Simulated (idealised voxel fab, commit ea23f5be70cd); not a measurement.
Process module heading - voxel transistor to metal
FYI the section here is cut, 140 nm wide, cells are 5 nm squares.
If you're reading a cross-section in this doc, picture square cells in a grid; it comes to you as bands, top ones listed first down to the bottom, and a band can be one or more rows of cells. The band entry comprises the height of the band's top followed by the height of its bottom, expressed in nm, and subsequently the band's materials from left to right, each stated together with its width in nm. Where a single material is marked with the word "edge to edge", that material fills the band from edge to edge. The word "blank" represents empty space. Counting heights begins at 0, where everything beneath is, in the wafer as received, one material. The lowest band has no bottom; it goes on downwards, as "0..down" shows. Width: "30..40" (first number = top row, second number = bottom row, same change from row to row of cells). A step reported as "no alteration" is a step in which no cell of the cross-section changed. "Closed-off voids": empty spaces of 8 cells or more with no open way to the top, each given as width x height at distance, distance from the left edge, all in nm. Note: text after step settings on the step line = simulator remark on that step. overlay nm: mask right of planned place by this much (step with mask). Neg. = left.

-- List of planned process steps
| 1 | RECEIVE (material Si) |
| 2 | OXIDIZE (depth nm 5) |
| 3 | CONFORMAL_DEP (material SiN; thk nm 10) |
| 4 | PATTERN (tone cover; mask id ACTIVE; material resist; width nm 105; thk nm 15; overlay nm 0) |
| 5 | DIRECTIONAL_ETCH (etch materials SiN; depth nm 10) |
| 6 | DIRECTIONAL_ETCH (etch materials SiO2; depth nm 5) |
| 7 | DIRECTIONAL_ETCH (etch materials Si; depth nm 25) |
| 8 | STRIP (etch materials resist) |
| 9 | OXIDIZE (depth nm 5) |
| 10 | FILL_DEP (material SiO2; thk nm 5) |
| 11 | CMP (height nm 10) |
| 12 | SELECTIVE_ETCH (etch materials SiO2; depth nm 10) |
| 13 | STRIP (etch materials SiN) |
| 14 | SELECTIVE_ETCH (etch materials SiO2; depth nm 5) |
| 15 | OXIDIZE (depth nm 5) |
| 16 | DIRECTIONAL_DEP (material polySi; thk nm 25) |
| 17 | DIRECTIONAL_DEP (material SiCN; thk nm 15) |
| 18 | PATTERN (tone cover; mask id GATE; material resist; width nm 15; thk nm 20; overlay nm 0) |
| 19 | DIRECTIONAL_ETCH (etch materials SiCN; depth nm 25) |
| 20 | DIRECTIONAL_ETCH (etch materials polySi; depth nm 35) |
| 21 | STRIP (etch materials resist) |
| 22 | CONFORMAL_DEP (material SiO2; thk nm 5) |
| 23 | DIRECTIONAL_ETCH (etch materials SiO2; depth nm 5) |
| 24 | CONFORMAL_DEP (material SiN; thk nm 5) |
| 25 | DIRECTIONAL_ETCH (etch materials SiN; depth nm 5) |
| 26 | DIRECTIONAL_ETCH (etch materials SiO2; depth nm 5) |
| 27 | DIRECTIONAL_ETCH (etch materials Si; depth nm 10) |
| 28 | EPI (material SiGe; thk nm 10) |
| 29 | FILL_DEP (material SiO2; thk nm 10) |
| 30 | CMP (height nm 35) |
| 31 | DIRECTIONAL_DEP (material SiO2; thk nm 15) |
| 32 | MASKED_ETCH (tone open; mask id CONTACT; width nm 20; pitch nm 75; etch materials SiO2; depth nm 60; overlay nm 0) |
| 33 | CONFORMAL_DEP (material TiN; thk nm 5) |
| 34 | FILL_DEP (material W; thk nm 5) |
| 35 | CMP (height nm 50) |
| 36 | CONFORMAL_DEP (material SiN; thk nm 5) |
| 37 | DIRECTIONAL_DEP (material SiO2; thk nm 25) |
| 38 | MASKED_ETCH (tone open; mask id METAL_1; width nm 20; pitch nm 75; etch materials SiO2; depth nm 25; overlay nm 0) |
| 39 | MASKED_ETCH (tone open; mask id METAL_1; width nm 20; pitch nm 75; etch materials SiN; depth nm 5; overlay nm 0) |
| 40 | CONFORMAL_DEP (material TiN; thk nm 5) |
| 41 | FILL_DEP (material Cu; thk nm 10) |
| 42 | CMP (height nm 80) |
| 43 | CONFORMAL_DEP (material SiCN; thk nm 5) |
| 44 | DIRECTIONAL_DEP (material SiO2; thk nm 35) |
| 45 | MASKED_ETCH (tone open; mask id METAL_2_HOLES; width nm 15; pitch nm 75; etch materials SiO2; depth nm 35; overlay nm 0) |
| 46 | DIRECTIONAL_DEP (material aC; thk nm 15) |
| 47 | PATTERN (tone open; mask id METAL_2; material resist; width nm 20; pitch nm 75; thk nm 35; overlay nm 0) |
| 48 | DIRECTIONAL_ETCH (etch materials aC; depth nm 15) |
| 49 | STRIP (etch materials resist) |
| 50 | DIRECTIONAL_ETCH (etch materials SiO2; depth nm 20) |
| 51 | DIRECTIONAL_ETCH (etch materials SiCN; depth nm 5) |
| 52 | STRIP (etch materials aC) |
| 53 | CONFORMAL_DEP (material TiN; thk nm 5) |
| 54 | FILL_DEP (material Ru; thk nm 10) |
| 55 | CMP (height nm 120) |
| 56 | CONFORMAL_DEP (material SiN; thk nm 5) |

-- The first of the two wafers, which ran as planned

-- Incoming wafer in cross-section (state: after step 1)
- 0..down  Si edge to edge
- Closed-off voids: none

-- Take a look at the wafer's cross-section after step 2
- 0..-5  SiO2 edge to edge
- Unchanged below -5.

-- Take a look at the wafer's cross-section after step 3
- 10..0  SiN edge to edge
- Unchanged below 0.

-- Take a look at the wafer's cross-section after step 4
- 25..10  blank (15), then resist (105), then blank (20)
- Unchanged below 10.

-- Take a look at the wafer's cross-section after step 5
- 25..10  blank (15), then resist (105), then blank (20)
- 10..0  blank (15), then SiN (105), then blank (20)
- Unchanged below 0.

-- Take a look at the wafer's cross-section after step 6
- 25..10  blank (15), then resist (105), then blank (20)
- 10..0  blank (15), then SiN (105), then blank (20)
- 0..-5  blank (15), then SiO2 (105), then blank (20)
- Unchanged below -5.

-- Take a look at the wafer's cross-section after step 7
- 25..10  blank (15), then resist (105), then blank (20)
- 10..0  blank (15), then SiN (105), then blank (20)
- 0..-5  blank (15), then SiO2 (105), then blank (20)
- -5..-30  blank (15), then Si (105), then blank (20)
- Unchanged below -30.

-- Take a look at the wafer's cross-section after step 8
- 10..0  blank (15), then SiN (105), then blank (20)
- Unchanged below 0.

-- Take a look at the wafer's cross-section after step 9
- 10..0  blank (15), then SiN (105), then blank (20)
- 0..-5  blank (15), then SiO2 (105), then blank (20)
- -5..-30  blank (15), then SiO2 (5), then Si (95), then SiO2 (5), then blank (20)
- -30..-35  SiO2 (20), then Si (95), then SiO2 (25)
- Unchanged below -35.

-- Take a look at the wafer's cross-section after step 10
- 15..10  SiO2 edge to edge
- 10..0  SiO2 (15), then SiN (105), then SiO2 (20)
- 0..-5  SiO2 edge to edge
- -5..-35  SiO2 (20), then Si (95), then SiO2 (25)
- Unchanged below -35.

-- Take a look at the wafer's cross-section after step 11
- 10..0  SiO2 (15), then SiN (105), then SiO2 (20)
- Unchanged below 0.

-- Take a look at the wafer's cross-section after step 12
- 10..0  blank (15), then SiN (105), then blank (20)
- Unchanged below 0.

-- Take a look at the wafer's cross-section after step 13
- 0..-5  SiO2 edge to edge
- Unchanged below -5.

-- Take a look at the wafer's cross-section after step 14
- -5..-35  SiO2 (20), then Si (95), then SiO2 (25)
- Unchanged below -35.

-- Take a look at the wafer's cross-section after step 15
- -5..-10  SiO2 edge to edge
- Unchanged below -10.

-- Take a look at the wafer's cross-section after step 16
- 20..-5  polySi edge to edge
- Unchanged below -5.

-- Take a look at the wafer's cross-section after step 17
- 35..20  SiCN edge to edge
- Unchanged below 20.

-- Take a look at the wafer's cross-section after step 18
- 55..35  blank (60), then resist (15), then blank (65)
- Unchanged below 35.

-- Take a look at the wafer's cross-section after step 19
- 55..35  blank (60), then resist (15), then blank (65)
- 35..20  blank (60), then SiCN (15), then blank (65)
- Unchanged below 20.

-- Take a look at the wafer's cross-section after step 20
- 55..35  blank (60), then resist (15), then blank (65)
- 35..20  blank (60), then SiCN (15), then blank (65)
- 20..-5  blank (60), then polySi (15), then blank (65)
- Unchanged below -5.

-- Take a look at the wafer's cross-section after step 21
- 35..20  blank (60), then SiCN (15), then blank (65)
- Unchanged below 20.

-- Take a look at the wafer's cross-section after step 22
- 40..35  blank (55), then SiO2 (25), then blank (60)
- 35..20  blank (55), then SiO2 (5), then SiCN (15), then SiO2 (5), then blank (60)
- 20..0  blank (55), then SiO2 (5), then polySi (15), then SiO2 (5), then blank (60)
- 0..-5  SiO2 (60), then polySi (15), then SiO2 (65)
- Unchanged below -5.

-- Take a look at the wafer's cross-section after step 23
- 35..20  blank (55), then SiO2 (5), then SiCN (15), then SiO2 (5), then blank (60)
- 20..-5  blank (55), then SiO2 (5), then polySi (15), then SiO2 (5), then blank (60)
- Unchanged below -5.

-- Take a look at the wafer's cross-section after step 24
- 40..35  blank (50), then SiN (35), then blank (55)
- 35..20  blank (50), then SiN (5), then SiO2 (5), then SiCN (15), then SiO2 (5), then SiN (5), then blank (55)
- 20..0  blank (50), then SiN (5), then SiO2 (5), then polySi (15), then SiO2 (5), then SiN (5), then blank (55)
- 0..-5  SiN (55), then SiO2 (5), then polySi (15), then SiO2 (5), then SiN (60)
- Unchanged below -5.

-- Take a look at the wafer's cross-section after step 25
- 35..20  blank (50), then SiN (5), then SiO2 (5), then SiCN (15), then SiO2 (5), then SiN (5), then blank (55)
- 20..-5  blank (50), then SiN (5), then SiO2 (5), then polySi (15), then SiO2 (5), then SiN (5), then blank (55)
- Unchanged below -5.

-- Take a look at the wafer's cross-section after step 26
- 35..30  blank (50), then SiN (5), then blank (5), then SiCN (15), then blank (5), then SiN (5), then blank (55)
- 30..20  blank (50), then SiN (5), then SiO2 (5), then SiCN (15), then SiO2 (5), then SiN (5), then blank (55)
- 20..-5  blank (50), then SiN (5), then SiO2 (5), then polySi (15), then SiO2 (5), then SiN (5), then blank (55)
- -5..-10  blank (50), then SiO2 (35), then blank (55)
- Unchanged below -10.

-- Take a look at the wafer's cross-section after step 27
- 35..30  blank (50), then SiN (5), then blank (5), then SiCN (15), then blank (5), then SiN (5), then blank (55)
- 30..20  blank (50), then SiN (5), then SiO2 (5), then SiCN (15), then SiO2 (5), then SiN (5), then blank (55)
- 20..-5  blank (50), then SiN (5), then SiO2 (5), then polySi (15), then SiO2 (5), then SiN (5), then blank (55)
- -5..-10  blank (50), then SiO2 (35), then blank (55)
- -10..-20  SiO2 (20), then blank (30), then Si (35), then blank (30), then SiO2 (25)
- Unchanged below -20.

-- Take a look at the wafer's cross-section after step 28
- 35..30  blank (50), then SiN (5), then blank (5), then SiCN (15), then blank (5), then SiN (5), then blank (55)
- 30..20  blank (50), then SiN (5), then SiO2 (5), then SiCN (15), then SiO2 (5), then SiN (5), then blank (55)
- 20..0  blank (50), then SiN (5), then SiO2 (5), then polySi (15), then SiO2 (5), then SiN (5), then blank (55)
- 0..-5  blank (40), then SiGe (10), then SiN (5), then SiO2 (5), then polySi (15), then SiO2 (5), then SiN (5), then SiGe (10), then blank (45)
- -5..-10  blank (40), then SiGe (10), then SiO2 (35), then SiGe (10), then blank (45)
- -10..-20  SiO2 (20), then SiGe (30), then Si (35), then SiGe (30), then SiO2 (25)
- Unchanged below -20.

-- Take a look at the wafer's cross-section after step 29
- 45..35  SiO2 edge to edge
- 35..20  SiO2 (50), then SiN (5), then SiO2 (5), then SiCN (15), then SiO2 (5), then SiN (5), then SiO2 (55)
- 20..0  SiO2 (50), then SiN (5), then SiO2 (5), then polySi (15), then SiO2 (5), then SiN (5), then SiO2 (55)
- 0..-5  SiO2 (40), then SiGe (10), then SiN (5), then SiO2 (5), then polySi (15), then SiO2 (5), then SiN (5), then SiGe (10), then SiO2 (45)
- -5..-10  SiO2 (40), then SiGe (10), then SiO2 (35), then SiGe (10), then SiO2 (45)
- Unchanged below -10.

-- Take a look at the wafer's cross-section after step 30
- 35..20  SiO2 (50), then SiN (5), then SiO2 (5), then SiCN (15), then SiO2 (5), then SiN (5), then SiO2 (55)
- Unchanged below 20.

-- Take a look at the wafer's cross-section after step 31
- 50..35  SiO2 edge to edge
- Unchanged below 35.

-- Take a look at the wafer's cross-section after step 32
- 50..35  SiO2 (20), then blank (20), then SiO2 (55), then blank (20), then SiO2 (25)
- 35..20  SiO2 (20), then blank (20), then SiO2 (10), then SiN (5), then SiO2 (5), then SiCN (15), then SiO2 (5), then SiN (5), then SiO2 (10), then blank (20), then SiO2 (25)
- 20..0  SiO2 (20), then blank (20), then SiO2 (10), then SiN (5), then SiO2 (5), then polySi (15), then SiO2 (5), then SiN (5), then SiO2 (10), then blank (20), then SiO2 (25)
- 0..-5  SiO2 (20), then blank (20), then SiGe (10), then SiN (5), then SiO2 (5), then polySi (15), then SiO2 (5), then SiN (5), then SiGe (10), then blank (20), then SiO2 (25)
- -5..-10  SiO2 (20), then blank (20), then SiGe (10), then SiO2 (35), then SiGe (10), then blank (20), then SiO2 (25)
- Unchanged below -10.

-- Take a look at the wafer's cross-section after step 33
- 55..50  TiN (25), then blank (10), then TiN (65), then blank (10), then TiN (30)
- 50..35  SiO2 (20), then TiN (5), then blank (10), then TiN (5), then SiO2 (55), then TiN (5), then blank (10), then TiN (5), then SiO2 (25)
- 35..20  SiO2 (20), then TiN (5), then blank (10), then TiN (5), then SiO2 (10), then SiN (5), then SiO2 (5), then SiCN (15), then SiO2 (5), then SiN (5), then SiO2 (10), then TiN (5), then blank (10), then TiN (5), then SiO2 (25)
- 20..0  SiO2 (20), then TiN (5), then blank (10), then TiN (5), then SiO2 (10), then SiN (5), then SiO2 (5), then polySi (15), then SiO2 (5), then SiN (5), then SiO2 (10), then TiN (5), then blank (10), then TiN (5), then SiO2 (25)
- 0..-5  SiO2 (20), then TiN (5), then blank (10), then TiN (5), then SiGe (10), then SiN (5), then SiO2 (5), then polySi (15), then SiO2 (5), then SiN (5), then SiGe (10), then TiN (5), then blank (10), then TiN (5), then SiO2 (25)
- -5..-10  SiO2 (20), then TiN (20), then SiGe (10), then SiO2 (35), then SiGe (10), then TiN (20), then SiO2 (25)
- Unchanged below -10.

-- Take a look at the wafer's cross-section after step 34
- 60..55  W edge to edge
- 55..50  TiN (25), then W (10), then TiN (65), then W (10), then TiN (30)
- 50..35  SiO2 (20), then TiN (5), then W (10), then TiN (5), then SiO2 (55), then TiN (5), then W (10), then TiN (5), then SiO2 (25)
- 35..20  SiO2 (20), then TiN (5), then W (10), then TiN (5), then SiO2 (10), then SiN (5), then SiO2 (5), then SiCN (15), then SiO2 (5), then SiN (5), then SiO2 (10), then TiN (5), then W (10), then TiN (5), then SiO2 (25)
- 20..0  SiO2 (20), then TiN (5), then W (10), then TiN (5), then SiO2 (10), then SiN (5), then SiO2 (5), then polySi (15), then SiO2 (5), then SiN (5), then SiO2 (10), then TiN (5), then W (10), then TiN (5), then SiO2 (25)
- 0..-5  SiO2 (20), then TiN (5), then W (10), then TiN (5), then SiGe (10), then SiN (5), then SiO2 (5), then polySi (15), then SiO2 (5), then SiN (5), then SiGe (10), then TiN (5), then W (10), then TiN (5), then SiO2 (25)
- Unchanged below -5.

-- Take a look at the wafer's cross-section after step 35
- 50..35  SiO2 (20), then TiN (5), then W (10), then TiN (5), then SiO2 (55), then TiN (5), then W (10), then TiN (5), then SiO2 (25)
- Unchanged below 35.

-- Take a look at the wafer's cross-section after step 36
- 55..50  SiN edge to edge
- Unchanged below 50.

-- Take a look at the wafer's cross-section after step 37
- 80..55  SiO2 edge to edge
- Unchanged below 55.

-- Take a look at the wafer's cross-section after step 38
- 80..55  SiO2 (20), then blank (20), then SiO2 (55), then blank (20), then SiO2 (25)
- Unchanged below 55.

-- Take a look at the wafer's cross-section after step 39
- 80..55  SiO2 (20), then blank (20), then SiO2 (55), then blank (20), then SiO2 (25)
- 55..50  SiN (20), then blank (20), then SiN (55), then blank (20), then SiN (25)
- Unchanged below 50.

-- Take a look at the wafer's cross-section after step 40
- 85..80  TiN (25), then blank (10), then TiN (65), then blank (10), then TiN (30)
- 80..55  SiO2 (20), then TiN (5), then blank (10), then TiN (5), then SiO2 (55), then TiN (5), then blank (10), then TiN (5), then SiO2 (25)
- 55..50  SiN (20), then TiN (20), then SiN (55), then TiN (20), then SiN (25)
- Unchanged below 50.

-- Take a look at the wafer's cross-section after step 41
- 95..85  Cu edge to edge
- 85..80  TiN (25), then Cu (10), then TiN (65), then Cu (10), then TiN (30)
- 80..55  SiO2 (20), then TiN (5), then Cu (10), then TiN (5), then SiO2 (55), then TiN (5), then Cu (10), then TiN (5), then SiO2 (25)
- Unchanged below 55.

-- Take a look at the wafer's cross-section after step 42
- 80..55  SiO2 (20), then TiN (5), then Cu (10), then TiN (5), then SiO2 (55), then TiN (5), then Cu (10), then TiN (5), then SiO2 (25)
- Unchanged below 55.

-- Take a look at the wafer's cross-section after step 43
- 85..80  SiCN edge to edge
- Unchanged below 80.

-- Take a look at the wafer's cross-section after step 44
- 120..85  SiO2 edge to edge
- Unchanged below 85.

-- Take a look at the wafer's cross-section after step 45
- 120..85  SiO2 (20), then blank (15), then SiO2 (60), then blank (15), then SiO2 (30)
- Unchanged below 85.

-- Take a look at the wafer's cross-section after step 46
- 135..120  aC (20), then blank (15), then aC (60), then blank (15), then aC (30)
- 120..100  SiO2 (20), then blank (15), then SiO2 (60), then blank (15), then SiO2 (30)
- 100..85  SiO2 (20), then aC (15), then SiO2 (60), then aC (15), then SiO2 (30)
- Unchanged below 85.

-- Take a look at the wafer's cross-section after step 47
- 170..135  resist (20), then blank (20), then resist (55), then blank (20), then resist (25)
- Unchanged below 135.

-- Take a look at the wafer's cross-section after step 48
- 155..135  resist (20), then blank (20), then resist (55), then blank (20), then resist (25)
- 135..120  aC (20), then blank (20), then aC (55), then blank (20), then aC (25)
- 120..85  SiO2 (20), then blank (15), then SiO2 (60), then blank (15), then SiO2 (30)
- Unchanged below 85.

-- Take a look at the wafer's cross-section after step 49
- 135..120  aC (20), then blank (20), then aC (55), then blank (20), then aC (25)
- Unchanged below 120.

-- Take a look at the wafer's cross-section after step 50
- 135..120  aC (20), then blank (20), then aC (55), then blank (20), then aC (25)
- 120..100  SiO2 (20), then blank (20), then SiO2 (55), then blank (20), then SiO2 (25)
- Unchanged below 100.

-- Take a look at the wafer's cross-section after step 51
- 135..120  aC (20), then blank (20), then aC (55), then blank (20), then aC (25)
- 120..100  SiO2 (20), then blank (20), then SiO2 (55), then blank (20), then SiO2 (25)
- 100..85  SiO2 (20), then blank (15), then SiO2 (60), then blank (15), then SiO2 (30)
- 85..80  SiCN (20), then blank (15), then SiCN (60), then blank (15), then SiCN (30)
- Unchanged below 80.

-- Take a look at the wafer's cross-section after step 52
- 120..100  SiO2 (20), then blank (20), then SiO2 (55), then blank (20), then SiO2 (25)
- Unchanged below 100.

-- Take a look at the wafer's cross-section after step 53
- 125..120  TiN (25), then blank (10), then TiN (65), then blank (10), then TiN (30)
- 120..105  SiO2 (20), then TiN (5), then blank (10), then TiN (5), then SiO2 (55), then TiN (5), then blank (10), then TiN (5), then SiO2 (25)
- 105..100  SiO2 (20), then TiN (5), then blank (5), then TiN (10), then SiO2 (55), then TiN (5), then blank (5), then TiN (10), then SiO2 (25)
- 100..85  SiO2 (20), then TiN (5), then blank (5), then TiN (5), then SiO2 (60), then TiN (5), then blank (5), then TiN (5), then SiO2 (30)
- 85..80  SiCN (20), then TiN (15), then SiCN (60), then TiN (15), then SiCN (30)
- Unchanged below 80.

-- Take a look at the wafer's cross-section after step 54
- 135..125  Ru edge to edge
- 125..120  TiN (25), then Ru (10), then TiN (65), then Ru (10), then TiN (30)
- 120..105  SiO2 (20), then TiN (5), then Ru (10), then TiN (5), then SiO2 (55), then TiN (5), then Ru (10), then TiN (5), then SiO2 (25)
- 105..100  SiO2 (20), then TiN (5), then Ru (5), then TiN (10), then SiO2 (55), then TiN (5), then Ru (5), then TiN (10), then SiO2 (25)
- 100..85  SiO2 (20), then TiN (5), then Ru (5), then TiN (5), then SiO2 (60), then TiN (5), then Ru (5), then TiN (5), then SiO2 (30)
- Unchanged below 85.

-- Take a look at the wafer's cross-section after step 55
- 120..105  SiO2 (20), then TiN (5), then Ru (10), then TiN (5), then SiO2 (55), then TiN (5), then Ru (10), then TiN (5), then SiO2 (25)
- Unchanged below 105.

-- Take a look at the wafer's cross-section after step 56
- 125..120  SiN edge to edge
- Unchanged below 120.

-- Wafer two. Identical start, identical plan. One mistake in execution. Identical history through step 37

-- Cross-section of the second wafer at the time by which step 38 should have been completed according to the plan
- 80..55  blank (20), then SiO2 (20), then blank (55), then SiO2 (20), then blank (25)
- Unchanged below 55.

Cross-section of the second wafer at the time by which step 39 should have been completed according to the plan: no alteration

-- Cross-section of the second wafer at the time by which step 40 should have been completed according to the plan
- 85..80  blank (15), then TiN (30), then blank (45), then TiN (30), then blank (20)
- 80..60  blank (15), then TiN (5), then SiO2 (20), then TiN (5), then blank (45), then TiN (5), then SiO2 (20), then TiN (5), then blank (20)
- 60..55  TiN (20), then SiO2 (20), then TiN (55), then SiO2 (20), then TiN (25)
- Unchanged below 55.

-- Cross-section of the second wafer at the time by which step 41 should have been completed according to the plan
- 95..85  Cu edge to edge
- 85..80  Cu (15), then TiN (30), then Cu (45), then TiN (30), then Cu (20)
- 80..60  Cu (15), then TiN (5), then SiO2 (20), then TiN (5), then Cu (45), then TiN (5), then SiO2 (20), then TiN (5), then Cu (20)
- Unchanged below 60.

-- Cross-section of the second wafer at the time by which step 42 should have been completed according to the plan
- 80..60  Cu (15), then TiN (5), then SiO2 (20), then TiN (5), then Cu (45), then TiN (5), then SiO2 (20), then TiN (5), then Cu (20)
- Unchanged below 60.

-- Cross-section of the second wafer at the time by which step 43 should have been completed according to the plan
- 85..80  SiCN edge to edge
- Unchanged below 80.

-- Cross-section of the second wafer at the time by which step 44 should have been completed according to the plan
- 120..85  SiO2 edge to edge
- Unchanged below 85.

-- Cross-section of the second wafer at the time by which step 45 should have been completed according to the plan
- 120..85  SiO2 (20), then blank (15), then SiO2 (60), then blank (15), then SiO2 (30)
- Unchanged below 85.

-- Cross-section of the second wafer at the time by which step 46 should have been completed according to the plan
- 135..120  aC (20), then blank (15), then aC (60), then blank (15), then aC (30)
- 120..100  SiO2 (20), then blank (15), then SiO2 (60), then blank (15), then SiO2 (30)
- 100..85  SiO2 (20), then aC (15), then SiO2 (60), then aC (15), then SiO2 (30)
- Unchanged below 85.

-- Cross-section of the second wafer at the time by which step 47 should have been completed according to the plan
- 170..135  resist (20), then blank (20), then resist (55), then blank (20), then resist (25)
- Unchanged below 135.

-- Cross-section of the second wafer at the time by which step 48 should have been completed according to the plan
- 155..135  resist (20), then blank (20), then resist (55), then blank (20), then resist (25)
- 135..120  aC (20), then blank (20), then aC (55), then blank (20), then aC (25)
- 120..85  SiO2 (20), then blank (15), then SiO2 (60), then blank (15), then SiO2 (30)
- Unchanged below 85.

-- Cross-section of the second wafer at the time by which step 49 should have been completed according to the plan
- 135..120  aC (20), then blank (20), then aC (55), then blank (20), then aC (25)
- Unchanged below 120.

-- Cross-section of the second wafer at the time by which step 50 should have been completed according to the plan
- 135..120  aC (20), then blank (20), then aC (55), then blank (20), then aC (25)
- 120..100  SiO2 (20), then blank (20), then SiO2 (55), then blank (20), then SiO2 (25)
- Unchanged below 100.

-- Cross-section of the second wafer at the time by which step 51 should have been completed according to the plan
- 135..120  aC (20), then blank (20), then aC (55), then blank (20), then aC (25)
- 120..100  SiO2 (20), then blank (20), then SiO2 (55), then blank (20), then SiO2 (25)
- 100..85  SiO2 (20), then blank (15), then SiO2 (60), then blank (15), then SiO2 (30)
- 85..80  SiCN (20), then blank (15), then SiCN (60), then blank (15), then SiCN (30)
- Unchanged below 80.

-- Cross-section of the second wafer at the time by which step 52 should have been completed according to the plan
- 120..100  SiO2 (20), then blank (20), then SiO2 (55), then blank (20), then SiO2 (25)
- Unchanged below 100.

-- Cross-section of the second wafer at the time by which step 53 should have been completed according to the plan
- 125..120  TiN (25), then blank (10), then TiN (65), then blank (10), then TiN (30)
- 120..105  SiO2 (20), then TiN (5), then blank (10), then TiN (5), then SiO2 (55), then TiN (5), then blank (10), then TiN (5), then SiO2 (25)
- 105..100  SiO2 (20), then TiN (5), then blank (5), then TiN (10), then SiO2 (55), then TiN (5), then blank (5), then TiN (10), then SiO2 (25)
- 100..85  SiO2 (20), then TiN (5), then blank (5), then TiN (5), then SiO2 (60), then TiN (5), then blank (5), then TiN (5), then SiO2 (30)
- 85..80  SiCN (20), then TiN (15), then SiCN (60), then TiN (15), then SiCN (30)
- Unchanged below 80.

-- Cross-section of the second wafer at the time by which step 54 should have been completed according to the plan
- 135..125  Ru edge to edge
- 125..120  TiN (25), then Ru (10), then TiN (65), then Ru (10), then TiN (30)
- 120..105  SiO2 (20), then TiN (5), then Ru (10), then TiN (5), then SiO2 (55), then TiN (5), then Ru (10), then TiN (5), then SiO2 (25)
- 105..100  SiO2 (20), then TiN (5), then Ru (5), then TiN (10), then SiO2 (55), then TiN (5), then Ru (5), then TiN (10), then SiO2 (25)
- 100..85  SiO2 (20), then TiN (5), then Ru (5), then TiN (5), then SiO2 (60), then TiN (5), then Ru (5), then TiN (5), then SiO2 (30)
- Unchanged below 85.

-- Cross-section of the second wafer at the time by which step 55 should have been completed according to the plan
- 120..105  SiO2 (20), then TiN (5), then Ru (10), then TiN (5), then SiO2 (55), then TiN (5), then Ru (10), then TiN (5), then SiO2 (25)
- Unchanged below 105.

-- Cross-section of the second wafer at the time by which step 56 should have been completed according to the plan
- 125..120  SiN edge to edge
- Unchanged below 120.
Heads up, the wafer didn't run the way we planned it: rather than as planned, step 38 actually ran as MASKED_ETCH (tone cover; mask id METAL_1; width nm 20; pitch nm 75; etch materials SiO2; depth nm 25; overlay nm 0)
Count the cells at the end and the second wafer has more or fewer of some materials than the first: Cu: 44 more | SiN: 8 more | SiO2: 60 fewer | TiN: 8 more
